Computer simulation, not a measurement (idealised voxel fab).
The process module presented herein is designated voxel trench capacitor.
FYI the section here is cut, 255 nm wide, cells are 5 nm squares.
For the purposes of this document, a cross-section shall be understood as a grid of square cells, specified as bands listed in top-to-bottom order, each band consisting of one or more rows of cells.
Heads up on the band format: heights come first, top then bottom, in nm. After that it's the materials left to right, each with its width in nm. A single material flagged "full width" fills the whole band edge to edge, and "empty" means there's empty space there.
Heights are expressed relative to 0, this being the level below which the as-received wafer comprises one material exclusively. The lowest band is unbounded in the downward direction and is denoted as in "from 0 down".
You'd read "30->40" like this: the band's top row of cells is as wide as the first number, its bottom row is as wide as the second, and going down, every row changes width by the same amount as the row before did.
The designation "remained the same", where it is given for a processing step, indicates that no cell of the cross-section was altered in the course of that step.
Under "Sealed-off cavities" you'll find the enclosed gaps, the ones with no way out to the top, that are 8 cells or bigger; each reads width x height at distance, with distance counted from the left edge, everything in nm.
Post-settings text on a step line: simulator's own remark regarding the step.
overlay nm: mask right of planned place by this much (step with mask). Neg. = left.

The steps planned for the process are as follows
1 RECEIVE: material Si
2 CONFORMAL_DEP: material SiN, thk nm 10
3 PATTERN: tone open, mask id TRENCH, material resist, width nm 25, pitch nm 50, thk nm 20, overlay nm 0
4 DIRECTIONAL_ETCH: etch materials SiN, depth nm 10
5 DIRECTIONAL_ETCH: etch materials Si, depth nm 30
6 STRIP: etch materials resist
7 CONFORMAL_DEP: material Al2O3, thk nm 5
8 CONFORMAL_DEP: material TiN, thk nm 5
9 FILL_DEP: material W, thk nm 10
10 CMP: height nm 10

Incoming wafer, cross-sectional view, post step 1
  from 0 down: Si full width
  Sealed-off cavities: none

Cross-sectional result after module completion. Note: starting condition and plan are unchanged from above; one processing mistake was made
  from 10 to 0: SiN (40), then TiN (5), then W (15), then TiN (5), then SiN (25), then TiN (5), then W (15), then TiN (5), then SiN (25), then TiN (5), then W (15), then TiN (5), then SiN (25), then TiN (5), then W (15), then TiN (5), then SiN (40)
  from 0 to -25: Si (40), then TiN (5), then W (15), then TiN (5), then Si (25), then TiN (5), then W (15), then TiN (5), then Si (25), then TiN (5), then W (15), then TiN (5), then Si (25), then TiN (5), then W (15), then TiN (5), then Si (40)
  from -25 to -30: Si (40), then TiN (25), then Si (25), then TiN (25), then Si (25), then TiN (25), then Si (25), then TiN (25), then Si (40)
  from -30 down: Si full width
  Sealed-off cavities: none
Diagnosis: it should be noted that step 7 of the plan was omitted and was not performed
